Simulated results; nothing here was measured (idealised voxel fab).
Process module, titled voxel gate over fins
This is section cut - it's 300 nm across, gridded in 5 nm square cells.
Each cross-section below is a grid of square cells, stated as bands in top-down order, with one or more rows of cells making up each band.
Look at the band entry: it leads with the top's height and the bottom's height in nm. Then it lists the materials left to right, with a width in nm for each. The word "full width" on a single material says that material fills the band edge to edge. The word "air" is empty space.
It should be noted that heights are counted from 0, beneath which the wafer as supplied is of one material throughout, and that the lowest band possesses no lower boundary but continues downward, as written in "0 and below".
Width: "30->40" (first number = top row, second number = bottom row, same change from row to row of cells).
Any step labelled "no alteration" changed none of the cells in the cross-section.
You'll see "Closed void list" listing empty spaces that have no way open to the top, as long as they're 8 cells or more; the notation is width x height at distance, where the distance is from the left edge, and all of it is in nm.
On each step's line, the part that comes after the settings is the simulator's own comment on the step.
What "overlay nm" on a step's line means: if the step has a mask, that mask lay this far to the right of its planned place, or, when the value is negative, to the left.

**Planned process steps**
| 1 | RECEIVE, material Si |
| 2 | CONFORMAL_DEP, material SiN, thk nm 10 |
| 3 | PATTERN, tone cover, mask id FINS, material resist, width nm 15, pitch nm 40, thk nm 15, overlay nm 0 |
| 4 | DIRECTIONAL_ETCH, etch materials SiN, depth nm 10 |
| 5 | DIRECTIONAL_ETCH, etch materials Si, depth nm 35 |
| 6 | STRIP, etch materials resist |
| 7 | FILL_DEP, material SiO2, thk nm 15 |
| 8 | CMP, height nm 10 |
| 9 | SELECTIVE_ETCH, etch materials SiO2, depth nm 25 |
| 10 | STRIP, etch materials SiN |
| 11 | CONFORMAL_DEP, material HfO2, thk nm 5 |
| 12 | CONFORMAL_DEP, material TiN, thk nm 5 |
| 13 | FILL_DEP, material W, thk nm 15 |
| 14 | CMP, height nm 20 |
| 15 | CONFORMAL_DEP, material SiN, thk nm 5 |

**Concerning the first of two wafers, which was run in accordance with the plan**

**Incoming wafer in cross-section (state: after step 1)**
0 and below | Si full width
Closed void list: none

**Cross-section of the wafer after step 2**
10 down to 0 | SiN full width
Beneath the level 0, the cross-section is identical to its previous state.

**Cross-section of the wafer after step 3**
25 down to 10 | 120 air | 15 resist | 25 air | 15 resist | 125 air
Beneath the level 10, the cross-section is identical to its previous state.

**Cross-section of the wafer after step 4**
25 down to 10 | 120 air | 15 resist | 25 air | 15 resist | 125 air
10 down to 0 | 120 air | 15 SiN | 25 air | 15 SiN | 125 air
Beneath the level 0, the cross-section is identical to its previous state.

**Cross-section of the wafer after step 5**
25 down to 10 | 120 air | 15 resist | 25 air | 15 resist | 125 air
10 down to 0 | 120 air | 15 SiN | 25 air | 15 SiN | 125 air
0 down to -35 | 120 air | 15 Si | 25 air | 15 Si | 125 air
Beneath the level -35, the cross-section is identical to its previous state.

**Cross-section of the wafer after step 6**
10 down to 0 | 120 air | 15 SiN | 25 air | 15 SiN | 125 air
Beneath the level 0, the cross-section is identical to its previous state.

**Cross-section of the wafer after step 7**
25 down to 10 | SiO2 full width
10 down to 0 | 120 SiO2 | 15 SiN | 25 SiO2 | 15 SiN | 125 SiO2
0 down to -35 | 120 SiO2 | 15 Si | 25 SiO2 | 15 Si | 125 SiO2
Beneath the level -35, the cross-section is identical to its previous state.

**Cross-section of the wafer after step 8**
10 down to 0 | 120 SiO2 | 15 SiN | 25 SiO2 | 15 SiN | 125 SiO2
Beneath the level 0, the cross-section is identical to its previous state.

**Cross-section of the wafer after step 9**
10 down to 0 | 120 air | 15 SiN | 25 air | 15 SiN | 125 air
0 down to -15 | 120 air | 15 Si | 25 air | 15 Si | 125 air
Beneath the level -15, the cross-section is identical to its previous state.

**Cross-section of the wafer after step 10**
0 down to -15 | 120 air | 15 Si | 25 air | 15 Si | 125 air
Beneath the level -15, the cross-section is identical to its previous state.

**Cross-section of the wafer after step 11**
5 down to 0 | 115 air | 25 HfO2 | 15 air | 25 HfO2 | 120 air
0 down to -10 | 115 air | 5 HfO2 | 15 Si | 5 HfO2 | 15 air | 5 HfO2 | 15 Si | 5 HfO2 | 120 air
-10 down to -15 | 120 HfO2 | 15 Si | 25 HfO2 | 15 Si | 125 HfO2
Beneath the level -15, the cross-section is identical to its previous state.

**Cross-section of the wafer after step 12**
10 down to 5 | 110 air | 35 TiN | 5 air | 35 TiN | 115 air
5 down to 0 | 110 air | 5 TiN | 25 HfO2 | 5 TiN | 5 air | 5 TiN | 25 HfO2 | 5 TiN | 115 air
0 down to -5 | 110 air | 5 TiN | 5 HfO2 | 15 Si | 5 HfO2 | 5 TiN | 5 air | 5 TiN | 5 HfO2 | 15 Si | 5 HfO2 | 5 TiN | 115 air
-5 down to -10 | 115 TiN | 5 HfO2 | 15 Si | 5 HfO2 | 15 TiN | 5 HfO2 | 15 Si | 5 HfO2 | 120 TiN
Beneath the level -10, the cross-section is identical to its previous state.

**Cross-section of the wafer after step 13**
25 down to 10 | W full width
10 down to 5 | 110 W | 35 TiN | 5 W | 35 TiN | 115 W
5 down to 0 | 110 W | 5 TiN | 25 HfO2 | 5 TiN | 5 W | 5 TiN | 25 HfO2 | 5 TiN | 115 W
0 down to -5 | 110 W | 5 TiN | 5 HfO2 | 15 Si | 5 HfO2 | 5 TiN | 5 W | 5 TiN | 5 HfO2 | 15 Si | 5 HfO2 | 5 TiN | 115 W
Beneath the level -5, the cross-section is identical to its previous state.

**Cross-section of the wafer after step 14**
20 down to 10 | W full width
Beneath the level 10, the cross-section is identical to its previous state.

**Cross-section of the wafer after step 15**
25 down to 20 | SiN full width
Beneath the level 20, the cross-section is identical to its previous state.

**Second wafer: same start and same plan as the first, one execution error; identical to the first through step 2**

**Second wafer at the planned finish of step 3, seen in cross-section**
25 down to 10 | 115 air | 15 resist | 25 air | 15 resist | 130 air
Beneath the level 10, the cross-section is identical to its previous state.

**Second wafer at the planned finish of step 4, seen in cross-section**
25 down to 10 | 115 air | 15 resist | 25 air | 15 resist | 130 air
10 down to 0 | 115 air | 15 SiN | 25 air | 15 SiN | 130 air
Beneath the level 0, the cross-section is identical to its previous state.

**Second wafer at the planned finish of step 5, seen in cross-section**
25 down to 10 | 115 air | 15 resist | 25 air | 15 resist | 130 air
10 down to 0 | 115 air | 15 SiN | 25 air | 15 SiN | 130 air
0 down to -35 | 115 air | 15 Si | 25 air | 15 Si | 130 air
Beneath the level -35, the cross-section is identical to its previous state.

**Second wafer at the planned finish of step 6, seen in cross-section**
10 down to 0 | 115 air | 15 SiN | 25 air | 15 SiN | 130 air
Beneath the level 0, the cross-section is identical to its previous state.

**Second wafer at the planned finish of step 7, seen in cross-section**
25 down to 10 | SiO2 full width
10 down to 0 | 115 SiO2 | 15 SiN | 25 SiO2 | 15 SiN | 130 SiO2
0 down to -35 | 115 SiO2 | 15 Si | 25 SiO2 | 15 Si | 130 SiO2
Beneath the level -35, the cross-section is identical to its previous state.

**Second wafer at the planned finish of step 8, seen in cross-section**
10 down to 0 | 115 SiO2 | 15 SiN | 25 SiO2 | 15 SiN | 130 SiO2
Beneath the level 0, the cross-section is identical to its previous state.

**Second wafer at the planned finish of step 9, seen in cross-section**
10 down to 0 | 115 air | 15 SiN | 25 air | 15 SiN | 130 air
0 down to -15 | 115 air | 15 Si | 25 air | 15 Si | 130 air
Beneath the level -15, the cross-section is identical to its previous state.

**Second wafer at the planned finish of step 10, seen in cross-section**
0 down to -15 | 115 air | 15 Si | 25 air | 15 Si | 130 air
Beneath the level -15, the cross-section is identical to its previous state.

**Second wafer at the planned finish of step 11, seen in cross-section**
5 down to 0 | 110 air | 25 HfO2 | 15 air | 25 HfO2 | 125 air
0 down to -10 | 110 air | 5 HfO2 | 15 Si | 5 HfO2 | 15 air | 5 HfO2 | 15 Si | 5 HfO2 | 125 air
-10 down to -15 | 115 HfO2 | 15 Si | 25 HfO2 | 15 Si | 130 HfO2
Beneath the level -15, the cross-section is identical to its previous state.

**Second wafer at the planned finish of step 12, seen in cross-section**
10 down to 5 | 105 air | 35 TiN | 5 air | 35 TiN | 120 air
5 down to 0 | 105 air | 5 TiN | 25 HfO2 | 5 TiN | 5 air | 5 TiN | 25 HfO2 | 5 TiN | 120 air
0 down to -5 | 105 air | 5 TiN | 5 HfO2 | 15 Si | 5 HfO2 | 5 TiN | 5 air | 5 TiN | 5 HfO2 | 15 Si | 5 HfO2 | 5 TiN | 120 air
-5 down to -10 | 110 TiN | 5 HfO2 | 15 Si | 5 HfO2 | 15 TiN | 5 HfO2 | 15 Si | 5 HfO2 | 125 TiN
Beneath the level -10, the cross-section is identical to its previous state.

**Second wafer at the planned finish of step 13, seen in cross-section**
25 down to 10 | W full width
10 down to 5 | 105 W | 35 TiN | 5 W | 35 TiN | 120 W
5 down to 0 | 105 W | 5 TiN | 25 HfO2 | 5 TiN | 5 W | 5 TiN | 25 HfO2 | 5 TiN | 120 W
0 down to -5 | 105 W | 5 TiN | 5 HfO2 | 15 Si | 5 HfO2 | 5 TiN | 5 W | 5 TiN | 5 HfO2 | 15 Si | 5 HfO2 | 5 TiN | 120 W
Beneath the level -5, the cross-section is identical to its previous state.

**Second wafer at the planned finish of step 14, seen in cross-section**
20 down to 10 | W full width
Beneath the level 10, the cross-section is identical to its previous state.

**Second wafer at the planned finish of step 15, seen in cross-section**
25 down to 20 | SiN full width
Beneath the level 20, the cross-section is identical to its previous state.
Short version of what went wrong: step 3, actual vs plan mismatch, actual run PATTERN, tone cover, mask id FINS, material resist, width nm 15, pitch nm 40, thk nm 15, overlay nm -5
at the end the second wafer has, in cells: as many of each material as the first, in other places
